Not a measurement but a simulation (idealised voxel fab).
process module | voxel capacitor over wiring
cross-section cut | 295 nm wide | cells 5 nm
A cross-section is a grid of square cells, given in bands from the top down. A band is one or more rows of cells.
Each band's line starts with the height of the band's top and of its bottom, in nm. Then come its materials from left to right, each with its width in nm. One material with "throughout" fills the band from edge to edge. "air" is empty space.
Height 0 is the level under which the wafer as received is all one material. The lowest band goes on downwards, as in "0 down".
A width such as "30 to 40" changes by the same amount from each row of cells to the next, from the band's top row to its bottom row.
"no change" after a step means that no cell of the cross-section changed.
closed voids: empty space of 8 cells or more with no open way to the top, each as width x height at its distance from the left edge, in nm
after a step's settings: what the simulator itself notes on the step
overlay nm, on a step with a mask: how far to the right of its planned place the mask lay; to the left if negative
plan
1 op RECEIVE | material Si
2 op CONFORMAL_DEP | material SiO2 | thk nm 10
3 op DIRECTIONAL_DEP | material TiN | thk nm 5
4 op DIRECTIONAL_DEP | material W | thk nm 25
5 op MASKED_ETCH | tone cover | mask id METAL_1 | width nm 20 | pitch nm 80 | etch materials W | depth nm 25 | overlay nm 0
6 op MASKED_ETCH | tone cover | mask id METAL_1 | width nm 20 | pitch nm 80 | etch materials TiN | depth nm 5 | overlay nm 0
7 op FILL_DEP | material SiO2 | thk nm 5
8 op CMP | height nm 40
9 op CONFORMAL_DEP | material SiCN | thk nm 5
10 op DIRECTIONAL_DEP | material SiO2 | thk nm 15
11 op DIRECTIONAL_DEP | material aC | thk nm 10
12 op PATTERN | tone open | mask id PLUG_1 | material resist | width nm 15 | thk nm 25 | overlay nm 0
13 op DIRECTIONAL_ETCH | etch materials aC | depth nm 10
14 op STRIP | etch materials resist
15 op DIRECTIONAL_ETCH | etch materials SiO2 | depth nm 15
16 op DIRECTIONAL_ETCH | etch materials SiCN | depth nm 5
17 op STRIP | etch materials aC
18 op EPI | material Ru | thk nm 10
19 op EPI | material Ru | thk nm 10
20 op DIRECTIONAL_DEP | material TiN | thk nm 5
21 op DIRECTIONAL_DEP | material Al2O3 | thk nm 5
22 op DIRECTIONAL_DEP | material TiN | thk nm 10
23 op MASKED_ETCH | tone cover | mask id UPPER_PLATE | width nm 65 | etch materials TiN | depth nm 10 | overlay nm 0
24 op MASKED_ETCH | tone cover | mask id UPPER_PLATE | width nm 65 | etch materials Al2O3 | depth nm 5 | overlay nm 0
25 op PATTERN | tone cover | mask id LOWER_PLATE | material resist | width nm 75 | thk nm 15 | overlay nm 0
26 op DIRECTIONAL_ETCH | etch materials TiN | depth nm 5
27 op STRIP | etch materials resist
28 op FILL_DEP | material SiO2 | thk nm 20
29 op CMP | height nm 95
30 op DIRECTIONAL_DEP | material aC | thk nm 15
31 op PATTERN | tone open | mask id PLUG_2 | material resist | width nm 15 | thk nm 30 | overlay nm 0
32 op DIRECTIONAL_ETCH | etch materials aC | depth nm 15
33 op STRIP | etch materials resist
34 op DIRECTIONAL_ETCH | etch materials SiO2 | depth nm 15
35 op STRIP | etch materials aC
36 op CONFORMAL_DEP | material TiN | thk nm 5
37 op FILL_DEP | material Ru | thk nm 5
38 op CMP | height nm 95
39 op CONFORMAL_DEP | material SiCN | thk nm 5
first wafer, as planned
as received, after step 1
  0 down: Si throughout
  closed voids: none
after step 2
  10 to 0: SiO2 throughout
  below 0: unchanged
after step 3
  15 to 10: TiN throughout
  below 10: unchanged
after step 4
  40 to 15: W throughout
  below 15: unchanged
after step 5
  40 to 15: air 95 | W 20 | air 60 | W 20 | air 100
  below 15: unchanged
after step 6
  40 to 15: air 95 | W 20 | air 60 | W 20 | air 100
  15 to 10: air 95 | TiN 20 | air 60 | TiN 20 | air 100
  below 10: unchanged
after step 7
  45 to 40: SiO2 throughout
  40 to 15: SiO2 95 | W 20 | SiO2 60 | W 20 | SiO2 100
  15 to 10: SiO2 95 | TiN 20 | SiO2 60 | TiN 20 | SiO2 100
  below 10: unchanged
after step 8
  40 to 15: SiO2 95 | W 20 | SiO2 60 | W 20 | SiO2 100
  below 15: unchanged
after step 9
  45 to 40: SiCN throughout
  below 40: unchanged
after step 10
  60 to 45: SiO2 throughout
  below 45: unchanged
after step 11
  70 to 60: aC throughout
  below 60: unchanged
after step 12
  95 to 70: resist 100 | air 15 | resist 180
  below 70: unchanged
after step 13
  85 to 70: resist 100 | air 15 | resist 180
  70 to 60: aC 100 | air 15 | aC 180
  below 60: unchanged
after step 14
  70 to 60: aC 100 | air 15 | aC 180
  below 60: unchanged
after step 15
  70 to 60: aC 100 | air 15 | aC 180
  60 to 45: SiO2 100 | air 15 | SiO2 180
  below 45: unchanged
after step 16
  70 to 60: aC 100 | air 15 | aC 180
  60 to 45: SiO2 100 | air 15 | SiO2 180
  45 to 40: SiCN 100 | air 15 | SiCN 180
  below 40: unchanged
after step 17
  60 to 45: SiO2 100 | air 15 | SiO2 180
  below 45: unchanged
after step 18
  60 to 50: SiO2 100 | air 15 | SiO2 180
  50 to 45: SiO2 100 | Ru 15 | SiO2 180
  45 to 40: SiCN 100 | Ru 15 | SiCN 180
  below 40: unchanged
after step 19
  60 to 45: SiO2 100 | Ru 15 | SiO2 180
  below 45: unchanged
after step 20
  65 to 60: TiN throughout
  below 60: unchanged
after step 21
  70 to 65: Al2O3 throughout
  below 65: unchanged
after step 22
  80 to 70: TiN throughout
  below 70: unchanged
after step 23
  80 to 70: air 100 | TiN 65 | air 130
  below 70: unchanged
after step 24
  80 to 70: air 100 | TiN 65 | air 130
  70 to 65: air 100 | Al2O3 65 | air 130
  below 65: unchanged
after step 25
  95 to 80: air 95 | resist 75 | air 125
  80 to 70: air 95 | resist 5 | TiN 65 | resist 5 | air 125
  70 to 65: air 95 | resist 5 | Al2O3 65 | resist 5 | air 125
  below 65: unchanged
after step 26
  95 to 80: air 95 | resist 75 | air 125
  80 to 70: air 95 | resist 5 | TiN 65 | resist 5 | air 125
  70 to 65: air 95 | resist 5 | Al2O3 65 | resist 5 | air 125
  65 to 60: air 95 | TiN 75 | air 125
  below 60: unchanged
after step 27
  80 to 70: air 100 | TiN 65 | air 130
  70 to 65: air 100 | Al2O3 65 | air 130
  below 65: unchanged
after step 28
  100 to 80: SiO2 throughout
  80 to 70: SiO2 100 | TiN 65 | SiO2 130
  70 to 65: SiO2 100 | Al2O3 65 | SiO2 130
  65 to 60: SiO2 95 | TiN 75 | SiO2 125
  below 60: unchanged
after step 29
  95 to 80: SiO2 throughout
  below 80: unchanged
after step 30
  110 to 95: aC throughout
  below 95: unchanged
after step 31
  140 to 110: resist 110 | air 15 | resist 170
  below 110: unchanged
after step 32
  125 to 110: resist 110 | air 15 | resist 170
  110 to 95: aC 110 | air 15 | aC 170
  below 95: unchanged
after step 33
  110 to 95: aC 110 | air 15 | aC 170
  below 95: unchanged
after step 34
  110 to 95: aC 110 | air 15 | aC 170
  95 to 80: SiO2 110 | air 15 | SiO2 170
  below 80: unchanged
after step 35
  95 to 80: SiO2 110 | air 15 | SiO2 170
  below 80: unchanged
after step 36
  100 to 95: TiN 115 | air 5 | TiN 175
  95 to 85: SiO2 110 | TiN 5 | air 5 | TiN 5 | SiO2 170
  85 to 80: SiO2 110 | TiN 15 | SiO2 170
  below 80: unchanged
after step 37
  105 to 100: Ru throughout
  100 to 95: TiN 115 | Ru 5 | TiN 175
  95 to 85: SiO2 110 | TiN 5 | Ru 5 | TiN 5 | SiO2 170
  below 85: unchanged
after step 38
  95 to 85: SiO2 110 | TiN 5 | Ru 5 | TiN 5 | SiO2 170
  below 85: unchanged
after step 39
  100 to 95: SiCN throughout
  below 95: unchanged
second wafer: like start, like plan, one mistake. Through step 17 it matches the first wafer
when step 19 should have ended
  70 to 60: air 90 | Ru 35 | air 170
  60 to 45: SiO2 100 | Ru 15 | SiO2 180
  45 to 40: SiCN 100 | Ru 15 | SiCN 180
  below 40: unchanged
when step 20 should have ended
  75 to 70: air 90 | TiN 35 | air 170
  70 to 65: air 90 | Ru 35 | air 170
  65 to 60: TiN 90 | Ru 35 | TiN 170
  below 60: unchanged
when step 21 should have ended
  80 to 75: air 90 | Al2O3 35 | air 170
  75 to 70: air 90 | TiN 35 | air 170
  70 to 65: Al2O3 90 | Ru 35 | Al2O3 170
  below 65: unchanged
when step 22 should have ended
  90 to 80: air 90 | TiN 35 | air 170
  80 to 75: TiN 90 | Al2O3 35 | TiN 170
  75 to 70: TiN throughout
  below 70: unchanged
when step 23 should have ended
  90 to 80: air 100 | TiN 25 | air 170
  80 to 75: air 90 | Al2O3 35 | TiN 40 | air 130
  75 to 70: air 90 | TiN 75 | air 130
  below 70: unchanged
when step 24 should have ended
  90 to 80: air 100 | TiN 25 | air 170
  80 to 75: air 100 | Al2O3 25 | TiN 40 | air 130
  75 to 70: air 90 | TiN 75 | air 130
  70 to 65: air 90 | Ru 35 | Al2O3 40 | air 130
  below 65: unchanged
when step 25 should have ended
  105 to 90: air 95 | resist 75 | air 125
  90 to 80: air 95 | resist 5 | TiN 25 | resist 45 | air 125
  80 to 75: air 95 | resist 5 | Al2O3 25 | TiN 40 | resist 5 | air 125
  75 to 70: air 90 | TiN 75 | resist 5 | air 125
  70 to 65: air 90 | Ru 35 | Al2O3 40 | resist 5 | air 125
  below 65: unchanged
when step 26 should have ended
  105 to 90: air 95 | resist 75 | air 125
  90 to 80: air 95 | resist 5 | TiN 25 | resist 45 | air 125
  80 to 75: air 95 | resist 5 | Al2O3 25 | TiN 40 | resist 5 | air 125
  75 to 70: air 95 | TiN 70 | resist 5 | air 125
  70 to 65: air 90 | Ru 35 | Al2O3 40 | resist 5 | air 125
  65 to 60: air 90 | Ru 35 | TiN 45 | air 125
  below 60: unchanged
when step 27 should have ended
  90 to 80: air 100 | TiN 25 | air 170
  80 to 75: air 100 | Al2O3 25 | TiN 40 | air 130
  75 to 70: air 95 | TiN 70 | air 130
  70 to 65: air 90 | Ru 35 | Al2O3 40 | air 130
  below 65: unchanged
when step 28 should have ended
  110 to 90: SiO2 throughout
  90 to 80: SiO2 100 | TiN 25 | SiO2 170
  80 to 75: SiO2 100 | Al2O3 25 | TiN 40 | SiO2 130
  75 to 70: SiO2 95 | TiN 70 | SiO2 130
  70 to 65: SiO2 90 | Ru 35 | Al2O3 40 | SiO2 130
  65 to 60: SiO2 90 | Ru 35 | TiN 45 | SiO2 125
  below 60: unchanged
when step 29 should have ended
  95 to 90: SiO2 throughout
  below 90: unchanged
when step 30 should have ended
  110 to 95: aC throughout
  below 95: unchanged
when step 31 should have ended
  140 to 110: resist 110 | air 15 | resist 170
  below 110: unchanged
when step 32 should have ended
  125 to 110: resist 110 | air 15 | resist 170
  110 to 95: aC 110 | air 15 | aC 170
  below 95: unchanged
when step 33 should have ended
  110 to 95: aC 110 | air 15 | aC 170
  below 95: unchanged
when step 34 should have ended
  110 to 95: aC 110 | air 15 | aC 170
  95 to 90: SiO2 110 | air 15 | SiO2 170
  below 90: unchanged
when step 35 should have ended
  95 to 90: SiO2 110 | air 15 | SiO2 170
  below 90: unchanged
when step 36 should have ended
  100 to 95: TiN 115 | air 5 | TiN 175
  95 to 90: SiO2 110 | TiN 15 | SiO2 170
  below 90: unchanged
when step 37 should have ended
  105 to 100: Ru throughout
  100 to 95: TiN 115 | Ru 5 | TiN 175
  below 95: unchanged
when step 38 should have ended
  95 to 90: SiO2 110 | TiN 15 | SiO2 170
  below 90: unchanged
when step 39 should have ended
  100 to 95: SiCN throughout
  below 95: unchanged
what went wrong: one of the steps 18 and 19, which are alike, was run twice
at the end the second wafer has, in cells: 12 more of Ru | 8 fewer of SiO2 | 4 fewer of TiN
